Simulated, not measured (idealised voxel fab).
Process module under the name voxel transistor to metal
The cross-section shown here is cut; it is 160 nm wide and divided into square cells measuring 5 nm on a side.
Cross-section, as written here: a square-cell grid given band by band from the top down, where a band holds one or more rows of cells. Read a band's entry like this: the first values are the height of its top and the height of its bottom in nm, and what follows is the sequence of materials from left to right, each with its width in nm. Note that "air" is empty space, and that a single material marked "all across" reaches across the band from edge to edge. Below 0: as-received wafer, all one material; heights counted from there. Lowest band: no bottom, goes on down, written "0 nm and below". So if you see something like "30 to 40" for the width, read it as the top row of the band sitting at the first number and the bottom row at the second, with every row in between moving by the same amount as the last. "left unchanged" means the step left every cell of the cross-section as it was. If an empty space has no open way to the top and is at least 8 cells in size, "Trapped voids" lists it, written width x height at distance, where distance is measured from the left edge and every value is in nm. If you see something after the settings on a step's line, that's the simulator's own remark about that step. The optional step-line setting "overlay nm" applies to steps with a mask and quantifies how far to the right of its planned location the mask lay, a negative value indicating leftward placement. Before/after cross-section pairs, one process step each; after shown to lowest changed band; step and settings beneath. Pairs may be from different runs of this module on the same starting wafer; a pair continues from the one above only where its "Pre-process cross-section" entry says so.

### Pre-process cross-section
  55 nm to 35 nm | air 70, resist 20, air 70
  35 nm to 30 nm | air 70, SiCN 20, air 70
  30 nm to 25 nm | polySi 15, air 55, SiCN 20, air 55, polySi 15
  25 nm to 0 nm | polySi all across
  0 nm to -5 nm | SiO2 15, polySi 130, SiO2 15
  -5 nm to -10 nm | SiO2 all across
  -10 nm to -40 nm | SiO2 35, Si 90, SiO2 35
  -40 nm and below | Si all across
  Trapped voids: none

### Cross-Section After Step
  55 nm to 35 nm | air 70, resist 20, air 70
  35 nm to 25 nm | air 70, SiCN 20, air 70
  25 nm to 0 nm | air 70, polySi 20, air 70
  0 nm to -5 nm | SiO2 15, air 55, polySi 20, air 55, SiO2 15
  Everything below -5 is unchanged.
  Trapped voids: none
Step taken after the before cross-section and before the after cross-section above: DIRECTIONAL_ETCH: etch materials polySi, depth nm 40

Pre-process cross-section: taken from the pair above, after panel.

### Cross-Section After Step
  35 nm to 25 nm | air 70, SiCN 20, air 70
  Everything below 25 is unchanged.
  Trapped voids: none
Step taken after the before cross-section and before the after cross-section above: STRIP: etch materials resist

Pre-process cross-section: taken from the pair above, after panel.

### Cross-Section After Step
  45 nm to 35 nm | air 60, SiN 40, air 60
  35 nm to 25 nm | air 60, SiN 10, SiCN 20, SiN 10, air 60
  25 nm to 10 nm | air 60, SiN 10, polySi 20, SiN 10, air 60
  10 nm to 5 nm | SiN 25, air 35, SiN 10, polySi 20, SiN 10, air 35, SiN 25
  5 nm to 0 nm | SiN 70, polySi 20, SiN 70
  0 nm to -5 nm | SiO2 15, SiN 55, polySi 20, SiN 55, SiO2 15
  Everything below -5 is unchanged.
  Trapped voids: none
Step taken after the before cross-section and before the after cross-section above: CONFORMAL_DEP: material SiN, thk nm 10

Pre-process cross-section: taken from the pair above, after panel.

### Cross-Section After Step
  35 nm to 25 nm | air 60, SiN 10, SiCN 20, SiN 10, air 60
  25 nm to 0 nm | air 60, SiN 10, polySi 20, SiN 10, air 60
  0 nm to -5 nm | SiO2 15, SiN 10, air 35, SiN 10, polySi 20, SiN 10, air 35, SiN 10, SiO2 15
  Everything below -5 is unchanged.
  Trapped voids: none
Step taken after the before cross-section and before the after cross-section above: DIRECTIONAL_ETCH: etch materials SiN, depth nm 10

Pre-process cross-section: taken from the pair above, after panel.

### Cross-Section After Step
  35 nm to 25 nm | air 60, SiN 10, SiCN 20, SiN 10, air 60
  25 nm to 0 nm | air 60, SiN 10, polySi 20, SiN 10, air 60
  0 nm to -5 nm | air 15, SiN 10, air 35, SiN 10, polySi 20, SiN 10, air 35, SiN 10, air 15
  -5 nm to -10 nm | SiO2 25, air 35, SiO2 40, air 35, SiO2 25
  Everything below -10 is unchanged.
  Trapped voids: none
Step taken after the before cross-section and before the after cross-section above: DIRECTIONAL_ETCH: etch materials SiO2, depth nm 5

Pre-process cross-section: taken from the pair above, after panel.

### Cross-Section After Step
  35 nm to 25 nm | air 60, SiN 10, SiCN 20, SiN 10, air 60
  25 nm to 0 nm | air 60, SiN 10, polySi 20, SiN 10, air 60
  0 nm to -5 nm | air 15, SiN 10, air 35, SiN 10, polySi 20, SiN 10, air 35, SiN 10, air 15
  -5 nm to -10 nm | SiO2 25, air 5, nSi 30, SiO2 40, nSi 30, air 5, SiO2 25
  Everything below -10 is unchanged.
  Trapped voids: none
Step taken after the before cross-section and before the after cross-section above: EPI: material nSi, thk nm 5

Pre-process cross-section: taken from the pair above, after panel.

### Cross-Section After Step
  40 nm to 35 nm | SiO2 all across
  35 nm to 25 nm | SiO2 60, SiN 10, SiCN 20, SiN 10, SiO2 60
  25 nm to 0 nm | SiO2 60, SiN 10, polySi 20, SiN 10, SiO2 60
  0 nm to -5 nm | SiO2 15, SiN 10, SiO2 35, SiN 10, polySi 20, SiN 10, SiO2 35, SiN 10, SiO2 15
  -5 nm to -10 nm | SiO2 30, nSi 30, SiO2 40, nSi 30, SiO2 30
  Everything below -10 is unchanged.
  Trapped voids: none
Step taken after the before cross-section and before the after cross-section above: FILL_DEP: material SiO2, thk nm 5

Pre-process cross-section: taken from the pair above, after panel.

### Cross-Section After Step
  35 nm to 25 nm | SiO2 60, SiN 10, SiCN 20, SiN 10, SiO2 60
  Everything below 25 is unchanged.
  Trapped voids: none
Step taken after the before cross-section and before the after cross-section above: CMP: height nm 35

Pre-process cross-section: taken from the pair above, after panel.

### Cross-Section After Step
  50 nm to 35 nm | SiO2 all across
  Everything below 35 is unchanged.
  Trapped voids: none
Step taken after the before cross-section and before the after cross-section above: DIRECTIONAL_DEP: material SiO2, thk nm 15

Pre-process cross-section: taken from the pair above, after panel.

### Cross-Section After Step
  50 nm to 35 nm | SiO2 30, air 35, SiO2 30, air 35, SiO2 30
  35 nm to 25 nm | SiO2 30, air 30, SiN 10, SiCN 20, SiN 10, air 30, SiO2 30
  25 nm to 0 nm | SiO2 30, air 30, SiN 10, polySi 20, SiN 10, air 30, SiO2 30
  0 nm to -5 nm | SiO2 15, SiN 10, SiO2 5, air 30, SiN 10, polySi 20, SiN 10, air 30, SiO2 5, SiN 10, SiO2 15
  Everything below -5 is unchanged.
  Trapped voids: none
Step taken after the before cross-section and before the after cross-section above: MASKED_ETCH: tone open, mask id CONTACT, width nm 35, pitch nm 65, etch materials SiO2, depth nm 55, overlay nm 0

Pre-process cross-section: taken from the pair above, after panel.

### Cross-Section After Step
  55 nm to 50 nm | TiN 35, air 25, TiN 40, air 25, TiN 35
  50 nm to 40 nm | SiO2 30, TiN 5, air 25, TiN 5, SiO2 30, TiN 5, air 25, TiN 5, SiO2 30
  40 nm to 35 nm | SiO2 30, TiN 5, air 20, TiN 10, SiO2 30, TiN 10, air 20, TiN 5, SiO2 30
  35 nm to 25 nm | SiO2 30, TiN 5, air 20, TiN 5, SiN 10, SiCN 20, SiN 10, TiN 5, air 20, TiN 5, SiO2 30
  25 nm to 0 nm | SiO2 30, TiN 5, air 20, TiN 5, SiN 10, polySi 20, SiN 10, TiN 5, air 20, TiN 5, SiO2 30
  0 nm to -5 nm | SiO2 15, SiN 10, SiO2 5, TiN 30, SiN 10, polySi 20, SiN 10, TiN 30, SiO2 5, SiN 10, SiO2 15
  Everything below -5 is unchanged.
  Trapped voids: none
Step taken after the before cross-section and before the after cross-section above: CONFORMAL_DEP: material TiN, thk nm 5

Pre-process cross-section: taken from the pair above, after panel.

### Cross-Section After Step
  65 nm to 55 nm | Ru all across
  55 nm to 50 nm | TiN 35, Ru 25, TiN 40, Ru 25, TiN 35
  50 nm to 40 nm | SiO2 30, TiN 5, Ru 25, TiN 5, SiO2 30, TiN 5, Ru 25, TiN 5, SiO2 30
  40 nm to 35 nm | SiO2 30, TiN 5, Ru 20, TiN 10, SiO2 30, TiN 10, Ru 20, TiN 5, SiO2 30
  35 nm to 25 nm | SiO2 30, TiN 5, Ru 20, TiN 5, SiN 10, SiCN 20, SiN 10, TiN 5, Ru 20, TiN 5, SiO2 30
  25 nm to 0 nm | SiO2 30, TiN 5, Ru 20, TiN 5, SiN 10, polySi 20, SiN 10, TiN 5, Ru 20, TiN 5, SiO2 30
  Everything below 0 is unchanged.
  Trapped voids: none
Step taken after the before cross-section and before the after cross-section above: FILL_DEP: material Ru, thk nm 10

Pre-process cross-section: taken from the pair above, after panel.

### Cross-Section After Step
  50 nm to 40 nm | SiO2 30, TiN 5, Ru 25, TiN 5, SiO2 30, TiN 5, Ru 25, TiN 5, SiO2 30
  Everything below 40 is unchanged.
  Trapped voids: none
Step taken after the before cross-section and before the after cross-section above: CMP: height nm 50

Pre-process cross-section: taken from the pair above, after panel.

### Cross-Section After Step
  55 nm to 50 nm | SiN all across
  Everything below 50 is unchanged.
  Trapped voids: none
Step taken after the before cross-section and before the after cross-section above: CONFORMAL_DEP: material SiN, thk nm 5

Pre-process cross-section: taken from the pair above, after panel.

### Cross-Section After Step
  80 nm to 55 nm | SiO2 all across
  Everything below 55 is unchanged.
  Trapped voids: none
Step taken after the before cross-section and before the after cross-section above: DIRECTIONAL_DEP: material SiO2, thk nm 25

Pre-process cross-section: taken from the pair above, after panel.

### Cross-Section After Step
  95 nm to 80 nm | aC all across
  Everything below 80 is unchanged.
  Trapped voids: none
Step taken after the before cross-section and before the after cross-section above: DIRECTIONAL_DEP: material aC, thk nm 15

Pre-process cross-section: taken from the pair above, after panel.

### Cross-Section After Step
  125 nm to 95 nm | resist 30, air 20, resist 60, air 20, resist 30
  Everything below 95 is unchanged.
  Trapped voids: none
Step taken after the before cross-section and before the after cross-section above: PATTERN: tone open, mask id METAL_1, material resist, width nm 20, pitch nm 80, thk nm 30, overlay nm 0

Pre-process cross-section: taken from the pair above, after panel.

### Cross-Section After Step
  110 nm to 95 nm | resist 30, air 20, resist 60, air 20, resist 30
  95 nm to 80 nm | aC 30, air 20, aC 60, air 20, aC 30
  Everything below 80 is unchanged.
  Trapped voids: none
Step taken after the before cross-section and before the after cross-section above: DIRECTIONAL_ETCH: etch materials aC, depth nm 15

Pre-process cross-section: taken from the pair above, after panel.

### Cross-Section After Step
  95 nm to 80 nm | aC 30, air 20, aC 60, air 20, aC 30
  Everything below 80 is unchanged.
  Trapped voids: none
Step taken after the before cross-section and before the after cross-section above: STRIP: etch materials resist

Pre-process cross-section: taken from the pair above, after panel.

### Cross-Section After Step
  95 nm to 80 nm | aC 30, air 20, aC 60, air 20, aC 30
  80 nm to 55 nm | SiO2 30, air 20, SiO2 60, air 20, SiO2 30
  Everything below 55 is unchanged.
  Trapped voids: none
Step taken after the before cross-section and before the after cross-section above: DIRECTIONAL_ETCH: etch materials SiO2, depth nm 25

Pre-process cross-section: taken from the pair above, after panel.

### Cross-Section After Step
  95 nm to 80 nm | aC 30, air 20, aC 60, air 20, aC 30
  80 nm to 55 nm | SiO2 30, air 20, SiO2 60, air 20, SiO2 30
  55 nm to 50 nm | SiN 30, air 20, SiN 60, air 20, SiN 30
  Everything below 50 is unchanged.
  Trapped voids: none
Step taken after the before cross-section and before the after cross-section above: DIRECTIONAL_ETCH: etch materials SiN, depth nm 5

Pre-process cross-section: taken from the pair above, after panel.

### Cross-Section After Step
  80 nm to 55 nm | SiO2 30, air 20, SiO2 60, air 20, SiO2 30
  Everything below 55 is unchanged.
  Trapped voids: none
Step taken after the before cross-section and before the after cross-section above: STRIP: etch materials aC

Pre-process cross-section: taken from the pair above, after panel.

### Cross-Section After Step
  85 nm to 80 nm | TiN 35, air 10, TiN 70, air 10, TiN 35
  80 nm to 55 nm | SiO2 30, TiN 5, air 10, TiN 5, SiO2 60, TiN 5, air 10, TiN 5, SiO2 30
  55 nm to 50 nm | SiN 30, TiN 20, SiN 60, TiN 20, SiN 30
  Everything below 50 is unchanged.
  Trapped voids: none
Step taken after the before cross-section and before the after cross-section above: CONFORMAL_DEP: material TiN, thk nm 5

Pre-process cross-section: taken from the pair above, after panel.

### Cross-Section After Step
  90 nm to 85 nm | W all across
  85 nm to 80 nm | TiN 35, W 10, TiN 70, W 10, TiN 35
  80 nm to 55 nm | SiO2 30, TiN 5, W 10, TiN 5, SiO2 60, TiN 5, W 10, TiN 5, SiO2 30
  Everything below 55 is unchanged.
  Trapped voids: none
Step taken after the before cross-section and before the after cross-section above: FILL_DEP: material W, thk nm 5

Pre-process cross-section: taken from the pair above, after panel.

### Cross-Section After Step
  80 nm to 55 nm | SiO2 30, TiN 5, W 10, TiN 5, SiO2 60, TiN 5, W 10, TiN 5, SiO2 30
  Everything below 55 is unchanged.
  Trapped voids: none
Step taken after the before cross-section and before the after cross-section above: CMP: height nm 80

Pre-process cross-section: taken from the pair above, after panel.

### Cross-Section After Step
  85 nm to 80 nm | SiN all across
  Everything below 80 is unchanged.
  Trapped voids: none
Step taken after the before cross-section and before the after cross-section above: CONFORMAL_DEP: material SiN, thk nm 5

### Pre-process cross-section
  95 nm to 80 nm | aC all across
  80 nm to 55 nm | SiO2 all across
  55 nm to 50 nm | SiN all across
  50 nm to 40 nm | SiO2 30, TiN 5, Ru 25, TiN 5, SiO2 30, TiN 5, Ru 25, TiN 5, SiO2 30
  40 nm to 35 nm | SiO2 30, TiN 5, Ru 20, TiN 10, SiO2 30, TiN 10, Ru 20, TiN 5, SiO2 30
  35 nm to 25 nm | SiO2 30, TiN 5, Ru 20, TiN 5, SiN 10, SiCN 20, SiN 10, TiN 5, Ru 20, TiN 5, SiO2 30
  25 nm to 0 nm | SiO2 30, TiN 5, Ru 20, TiN 5, SiN 10, polySi 20, SiN 10, TiN 5, Ru 20, TiN 5, SiO2 30
  0 nm to -5 nm | SiO2 15, SiN 10, SiO2 5, TiN 30, SiN 10, polySi 20, SiN 10, TiN 30, SiO2 5, SiN 10, SiO2 15
  -5 nm to -10 nm | SiO2 25, nSi 35, SiO2 40, nSi 35, SiO2 25
  -10 nm to -30 nm | SiO2 25, Si 110, SiO2 25
  -30 nm and below | Si all across
  Trapped voids: none

### Cross-Section After Step
  125 nm to 95 nm | resist 25, air 30, resist 50, air 30, resist 25
  Everything below 95 is unchanged.
  Trapped voids: none
Step taken after the before cross-section and before the after cross-section above: PATTERN: tone open, mask id METAL_1, material resist, width nm 30, pitch nm 80, thk nm 30, overlay nm 0

Pre-process cross-section: taken from the pair above, after panel.

### Cross-Section After Step
  110 nm to 95 nm | resist 25, air 30, resist 50, air 30, resist 25
  95 nm to 80 nm | aC 25, air 30, aC 50, air 30, aC 25
  Everything below 80 is unchanged.
  Trapped voids: none
Step taken after the before cross-section and before the after cross-section above: DIRECTIONAL_ETCH: etch materials aC, depth nm 15

Pre-process cross-section: taken from the pair above, after panel.

### Cross-Section After Step
  95 nm to 80 nm | aC 25, air 30, aC 50, air 30, aC 25
  Everything below 80 is unchanged.
  Trapped voids: none
Step taken after the before cross-section and before the after cross-section above: STRIP: etch materials resist

Pre-process cross-section: taken from the pair above, after panel.

### Cross-Section After Step
  95 nm to 80 nm | aC 25, air 30, aC 50, air 30, aC 25
  80 nm to 55 nm | SiO2 25, air 30, SiO2 50, air 30, SiO2 25
  Everything below 55 is unchanged.
  Trapped voids: none
Step taken after the before cross-section and before the after cross-section above: DIRECTIONAL_ETCH: etch materials SiO2, depth nm 25

Pre-process cross-section: taken from the pair above, after panel.

### Cross-Section After Step
  95 nm to 80 nm | aC 25, air 30, aC 50, air 30, aC 25
  80 nm to 55 nm | SiO2 25, air 30, SiO2 50, air 30, SiO2 25
  55 nm to 50 nm | SiN 25, air 30, SiN 50, air 30, SiN 25
  Everything below 50 is unchanged.
  Trapped voids: none
Step taken after the before cross-section and before the after cross-section above: DIRECTIONAL_ETCH: etch materials SiN, depth nm 5

Pre-process cross-section: taken from the pair above, after panel.

### Cross-Section After Step
  80 nm to 55 nm | SiO2 25, air 30, SiO2 50, air 30, SiO2 25
  Everything below 55 is unchanged.
  Trapped voids: none
Step taken after the before cross-section and before the after cross-section above: STRIP: etch materials aC

Pre-process cross-section: taken from the pair above, after panel.

### Cross-Section After Step
  85 nm to 80 nm | TiN 30, air 20, TiN 60, air 20, TiN 30
  80 nm to 55 nm | SiO2 25, TiN 5, air 20, TiN 5, SiO2 50, TiN 5, air 20, TiN 5, SiO2 25
  55 nm to 50 nm | SiN 25, TiN 30, SiN 50, TiN 30, SiN 25
  Everything below 50 is unchanged.
  Trapped voids: none
Step taken after the before cross-section and before the after cross-section above: CONFORMAL_DEP: material TiN, thk nm 5

Pre-process cross-section: taken from the pair above, after panel.

### Cross-Section After Step
  90 nm to 85 nm | W all across
  85 nm to 80 nm | TiN 30, W 20, TiN 60, W 20, TiN 30
  80 nm to 55 nm | SiO2 25, TiN 5, W 20, TiN 5, SiO2 50, TiN 5, W 20, TiN 5, SiO2 25
  Everything below 55 is unchanged.
  Trapped voids: none
Step taken after the before cross-section and before the after cross-section above: FILL_DEP: material W, thk nm 5

Pre-process cross-section: taken from the pair above, after panel.

### Cross-Section After Step
  80 nm to 55 nm | SiO2 25, TiN 5, W 20, TiN 5, SiO2 50, TiN 5, W 20, TiN 5, SiO2 25
  Everything below 55 is unchanged.
  Trapped voids: none
Step taken after the before cross-section and before the after cross-section above: CMP: height nm 80

Pre-process cross-section: taken from the pair above, after panel.

### Cross-Section After Step
  85 nm to 80 nm | SiN all across
  Everything below 80 is unchanged.
  Trapped voids: none
Step taken after the before cross-section and before the after cross-section above: CONFORMAL_DEP: material SiN, thk nm 5

### Pre-process cross-section
  20 nm to 10 nm | aC all across
  10 nm to 0 nm | SiN all across
  0 nm to -5 nm | SiO2 all across
  -5 nm and below | Si all across
  Trapped voids: none

### Cross-Section After Step
  45 nm to 20 nm | air 25, resist 120, air 15
  Everything below 20 is unchanged.
  Trapped voids: none
Step taken after the before cross-section and before the after cross-section above: PATTERN: tone cover, mask id ACTIVE, material resist, width nm 120, thk nm 25, overlay nm 5

Pre-process cross-section: taken from the pair above, after panel.

### Cross-Section After Step
  35 nm to 20 nm | air 25, resist 120, air 15
  20 nm to 10 nm | air 25, aC 120, air 15
  Everything below 10 is unchanged.
  Trapped voids: none
Step taken after the before cross-section and before the after cross-section above: DIRECTIONAL_ETCH: etch materials aC, depth nm 10

Pre-process cross-section: taken from the pair above, after panel.

### Cross-Section After Step
  20 nm to 10 nm | air 25, aC 120, air 15
  Everything below 10 is unchanged.
  Trapped voids: none
Step taken after the before cross-section and before the after cross-section above: STRIP: etch materials resist

Pre-process cross-section: taken from the pair above, after panel.

### Cross-Section After Step
  20 nm to 10 nm | air 25, aC 120, air 15
  10 nm to 0 nm | air 25, SiN 120, air 15
  Everything below 0 is unchanged.
  Trapped voids: none
Step taken after the before cross-section and before the after cross-section above: DIRECTIONAL_ETCH: etch materials SiN, depth nm 10

Pre-process cross-section: taken from the pair above, after panel.

### Cross-Section After Step
  20 nm to 10 nm | air 25, aC 120, air 15
  10 nm to 0 nm | air 25, SiN 120, air 15
  0 nm to -5 nm | air 25, SiO2 120, air 15
  Everything below -5 is unchanged.
  Trapped voids: none
Step taken after the before cross-section and before the after cross-section above: DIRECTIONAL_ETCH: etch materials SiO2, depth nm 5

Pre-process cross-section: taken from the pair above, after panel.

### Cross-Section After Step
  20 nm to 10 nm | air 25, aC 120, air 15
  10 nm to 0 nm | air 25, SiN 120, air 15
  0 nm to -5 nm | air 25, SiO2 120, air 15
  -5 nm to -25 nm | air 25, Si 120, air 15
  Everything below -25 is unchanged.
  Trapped voids: none
Step taken after the before cross-section and before the after cross-section above: DIRECTIONAL_ETCH: etch materials Si, depth nm 20

Pre-process cross-section: taken from the pair above, after panel.

### Cross-Section After Step
  10 nm to 0 nm | air 25, SiN 120, air 15
  Everything below 0 is unchanged.
  Trapped voids: none
Step taken after the before cross-section and before the after cross-section above: STRIP: etch materials aC

Pre-process cross-section: taken from the pair above, after panel.

### Cross-Section After Step
  10 nm to 0 nm | air 25, SiN 120, air 15
  0 nm to -5 nm | air 25, SiO2 120, air 15
  -5 nm to -25 nm | air 25, SiO2 5, Si 110, SiO2 5, air 15
  -25 nm to -30 nm | SiO2 30, Si 110, SiO2 20
  Everything below -30 is unchanged.
  Trapped voids: none
Step taken after the before cross-section and before the after cross-section above: OXIDIZE: depth nm 5

Pre-process cross-section: taken from the pair above, after panel.

### Cross-Section After Step
  15 nm to 10 nm | SiO2 all across
  10 nm to 0 nm | SiO2 25, SiN 120, SiO2 15
  0 nm to -5 nm | SiO2 all across
  -5 nm to -30 nm | SiO2 30, Si 110, SiO2 20
  Everything below -30 is unchanged.
  Trapped voids: none
Step taken after the before cross-section and before the after cross-section above: FILL_DEP: material SiO2, thk nm 5

Pre-process cross-section: taken from the pair above, after panel.

### Cross-Section After Step
  10 nm to 0 nm | SiO2 25, SiN 120, SiO2 15
  Everything below 0 is unchanged.
  Trapped voids: none
Step taken after the before cross-section and before the after cross-section above: CMP: height nm 10

Pre-process cross-section: taken from the pair above, after panel.

### Cross-Section After Step
  10 nm to 5 nm | air 25, SiN 120, air 15
  Everything below 5 is unchanged.
  Trapped voids: none
Step taken after the before cross-section and before the after cross-section above: SELECTIVE_ETCH: etch materials SiO2, depth nm 5

Pre-process cross-section: taken from the pair above, after panel.

### Cross-Section After Step
  5 nm to 0 nm | SiO2 25, air 120, SiO2 15
  Everything below 0 is unchanged.
  Trapped voids: none
Step taken after the before cross-section and before the after cross-section above: STRIP: etch materials SiN

Pre-process cross-section: taken from the pair above, after panel.

### Cross-Section After Step
  0 nm to -5 nm | SiO2 20, air 130, SiO2 10
  Everything below -5 is unchanged.
  Trapped voids: none
Step taken after the before cross-section and before the after cross-section above: SELECTIVE_ETCH: etch materials SiO2, depth nm 5

Pre-process cross-section: taken from the pair above, after panel.

### Cross-Section After Step
  0 nm to -5 nm | SiO2 20, air 130, SiO2 10
  -5 nm to -10 nm | SiO2 all across
  Everything below -10 is unchanged.
  Trapped voids: none
Step taken after the before cross-section and before the after cross-section above: OXIDIZE: depth nm 5

Pre-process cross-section: taken from the pair above, after panel.

### Cross-Section After Step
  30 nm to 25 nm | polySi 20, air 130, polySi 10
  25 nm to 0 nm | polySi all across
  0 nm to -5 nm | SiO2 20, polySi 130, SiO2 10
  Everything below -5 is unchanged.
  Trapped voids: none
Step taken after the before cross-section and before the after cross-section above: DIRECTIONAL_DEP: material polySi, thk nm 30

Pre-process cross-section: taken from the pair above, after panel.

### Cross-Section After Step
  40 nm to 35 nm | SiCN 20, air 130, SiCN 10
  35 nm to 30 nm | SiCN all across
  30 nm to 25 nm | polySi 20, SiCN 130, polySi 10
  Everything below 25 is unchanged.
  Trapped voids: none
Step taken after the before cross-section and before the after cross-section above: DIRECTIONAL_DEP: material SiCN, thk nm 10

Pre-process cross-section: taken from the pair above, after panel.

### Cross-Section After Step
  55 nm to 40 nm | air 70, resist 20, air 70
  40 nm to 35 nm | SiCN 20, air 50, resist 20, air 60, SiCN 10
  Everything below 35 is unchanged.
  Trapped voids: none
Step taken after the before cross-section and before the after cross-section above: PATTERN: tone cover, mask id GATE, material resist, width nm 20, thk nm 15, overlay nm 0

Pre-process cross-section: taken from the pair above, after panel.

### Cross-Section After Step
  55 nm to 35 nm | air 70, resist 20, air 70
  35 nm to 30 nm | air 70, SiCN 20, air 70
  30 nm to 25 nm | polySi 20, air 50, SiCN 20, air 60, polySi 10
  Everything below 25 is unchanged.
  Trapped voids: none
Step taken after the before cross-section and before the after cross-section above: DIRECTIONAL_ETCH: etch materials SiCN, depth nm 20

Pre-process cross-section: taken from the pair above, after panel.

### Cross-Section After Step
  55 nm to 35 nm | air 70, resist 20, air 70
  35 nm to 25 nm | air 70, SiCN 20, air 70
  25 nm to 0 nm | air 70, polySi 20, air 70
  0 nm to -5 nm | SiO2 20, air 50, polySi 20, air 60, SiO2 10
  Everything below -5 is unchanged.
  Trapped voids: none
Step taken after the before cross-section and before the after cross-section above: DIRECTIONAL_ETCH: etch materials polySi, depth nm 40

Pre-process cross-section: taken from the pair above, after panel.

### Cross-Section After Step
  35 nm to 25 nm | air 70, SiCN 20, air 70
  Everything below 25 is unchanged.
  Trapped voids: none
Step taken after the before cross-section and before the after cross-section above: STRIP: etch materials resist

Pre-process cross-section: taken from the pair above, after panel.

### Cross-Section After Step
  45 nm to 35 nm | air 60, SiN 40, air 60
  35 nm to 25 nm | air 60, SiN 10, SiCN 20, SiN 10, air 60
  25 nm to 10 nm | air 60, SiN 10, polySi 20, SiN 10, air 60
  10 nm to 5 nm | SiN 30, air 30, SiN 10, polySi 20, SiN 10, air 40, SiN 20
  5 nm to 0 nm | SiN 70, polySi 20, SiN 70
  0 nm to -5 nm | SiO2 20, SiN 50, polySi 20, SiN 60, SiO2 10
  Everything below -5 is unchanged.
  Trapped voids: none
Step taken after the before cross-section and before the after cross-section above: CONFORMAL_DEP: material SiN, thk nm 10

Pre-process cross-section: taken from the pair above, after panel.

### Cross-Section After Step
  35 nm to 25 nm | air 60, SiN 10, SiCN 20, SiN 10, air 60
  25 nm to 0 nm | air 60, SiN 10, polySi 20, SiN 10, air 60
  0 nm to -5 nm | SiO2 20, SiN 10, air 30, SiN 10, polySi 20, SiN 10, air 40, SiN 10, SiO2 10
  Everything below -5 is unchanged.
  Trapped voids: none
Step taken after the before cross-section and before the after cross-section above: DIRECTIONAL_ETCH: etch materials SiN, depth nm 10

Pre-process cross-section: taken from the pair above, after panel.

### Cross-Section After Step
  35 nm to 25 nm | air 60, SiN 10, SiCN 20, SiN 10, air 60
  25 nm to 0 nm | air 60, SiN 10, polySi 20, SiN 10, air 60
  0 nm to -5 nm | air 20, SiN 10, air 30, SiN 10, polySi 20, SiN 10, air 40, SiN 10, air 10
  -5 nm to -10 nm | SiO2 30, air 30, SiO2 40, air 40, SiO2 20
  Everything below -10 is unchanged.
  Trapped voids: none
Step taken after the before cross-section and before the after cross-section above: DIRECTIONAL_ETCH: etch materials SiO2, depth nm 5

Pre-process cross-section: taken from the pair above, after panel.

### Cross-Section After Step
  35 nm to 25 nm | air 60, SiN 10, SiCN 20, SiN 10, air 60
  25 nm to 0 nm | air 60, SiN 10, polySi 20, SiN 10, air 60
  0 nm to -5 nm | air 20, SiN 10, air 30, SiN 10, polySi 20, SiN 10, air 40, SiN 10, air 10
  -5 nm to -10 nm | SiO2 30, nSi 30, SiO2 40, nSi 40, SiO2 20
  Everything below -10 is unchanged.
  Trapped voids: none
Step taken after the before cross-section and before the after cross-section above: EPI: material nSi, thk nm 5

Pre-process cross-section: taken from the pair above, after panel.

### Cross-Section After Step
  40 nm to 35 nm | SiO2 all across
  35 nm to 25 nm | SiO2 60, SiN 10, SiCN 20, SiN 10, SiO2 60
  25 nm to 0 nm | SiO2 60, SiN 10, polySi 20, SiN 10, SiO2 60
  0 nm to -5 nm | SiO2 20, SiN 10, SiO2 30, SiN 10, polySi 20, SiN 10, SiO2 40, SiN 10, SiO2 10
  Everything below -5 is unchanged.
  Trapped voids: none
Step taken after the before cross-section and before the after cross-section above: FILL_DEP: material SiO2, thk nm 5

Pre-process cross-section: taken from the pair above, after panel.

### Cross-Section After Step
  35 nm to 25 nm | SiO2 60, SiN 10, SiCN 20, SiN 10, SiO2 60
  Everything below 25 is unchanged.
  Trapped voids: none
Step taken after the before cross-section and before the after cross-section above: CMP: height nm 35

Pre-process cross-section: taken from the pair above, after panel.

### Cross-Section After Step
  50 nm to 35 nm | SiO2 all across
  Everything below 35 is unchanged.
  Trapped voids: none
Step taken after the before cross-section and before the after cross-section above: DIRECTIONAL_DEP: material SiO2, thk nm 15

Pre-process cross-section: taken from the pair above, after panel.

### Cross-Section After Step
  50 nm to 35 nm | SiO2 30, air 35, SiO2 30, air 35, SiO2 30
  35 nm to 25 nm | SiO2 30, air 30, SiN 10, SiCN 20, SiN 10, air 30, SiO2 30
  25 nm to 0 nm | SiO2 30, air 30, SiN 10, polySi 20, SiN 10, air 30, SiO2 30
  0 nm to -5 nm | SiO2 20, SiN 10, air 30, SiN 10, polySi 20, SiN 10, air 30, SiO2 10, SiN 10, SiO2 10
  Everything below -5 is unchanged.
  Trapped voids: none
Step taken after the before cross-section and before the after cross-section above: MASKED_ETCH: tone open, mask id CONTACT, width nm 35, pitch nm 65, etch materials SiO2, depth nm 55, overlay nm 0

Pre-process cross-section: taken from the pair above, after panel.

### Cross-Section After Step
  55 nm to 50 nm | TiN 35, air 25, TiN 40, air 25, TiN 35
  50 nm to 40 nm | SiO2 30, TiN 5, air 25, TiN 5, SiO2 30, TiN 5, air 25, TiN 5, SiO2 30
  40 nm to 35 nm | SiO2 30, TiN 5, air 20, TiN 10, SiO2 30, TiN 10, air 20, TiN 5, SiO2 30
  35 nm to 25 nm | SiO2 30, TiN 5, air 20, TiN 5, SiN 10, SiCN 20, SiN 10, TiN 5, air 20, TiN 5, SiO2 30
  25 nm to 0 nm | SiO2 30, TiN 5, air 20, TiN 5, SiN 10, polySi 20, SiN 10, TiN 5, air 20, TiN 5, SiO2 30
  0 nm to -5 nm | SiO2 20, SiN 10, TiN 30, SiN 10, polySi 20, SiN 10, TiN 30, SiO2 10, SiN 10, SiO2 10
  Everything below -5 is unchanged.
  Trapped voids: none
Step taken after the before cross-section and before the after cross-section above: CONFORMAL_DEP: material TiN, thk nm 5

Pre-process cross-section: taken from the pair above, after panel.

### Cross-Section After Step
  65 nm to 55 nm | Ru all across
  55 nm to 50 nm | TiN 35, Ru 25, TiN 40, Ru 25, TiN 35
  50 nm to 40 nm | SiO2 30, TiN 5, Ru 25, TiN 5, SiO2 30, TiN 5, Ru 25, TiN 5, SiO2 30
  40 nm to 35 nm | SiO2 30, TiN 5, Ru 20, TiN 10, SiO2 30, TiN 10, Ru 20, TiN 5, SiO2 30
  35 nm to 25 nm | SiO2 30, TiN 5, Ru 20, TiN 5, SiN 10, SiCN 20, SiN 10, TiN 5, Ru 20, TiN 5, SiO2 30
  25 nm to 0 nm | SiO2 30, TiN 5, Ru 20, TiN 5, SiN 10, polySi 20, SiN 10, TiN 5, Ru 20, TiN 5, SiO2 30
  Everything below 0 is unchanged.
  Trapped voids: none
Step taken after the before cross-section and before the after cross-section above: FILL_DEP: material Ru, thk nm 10
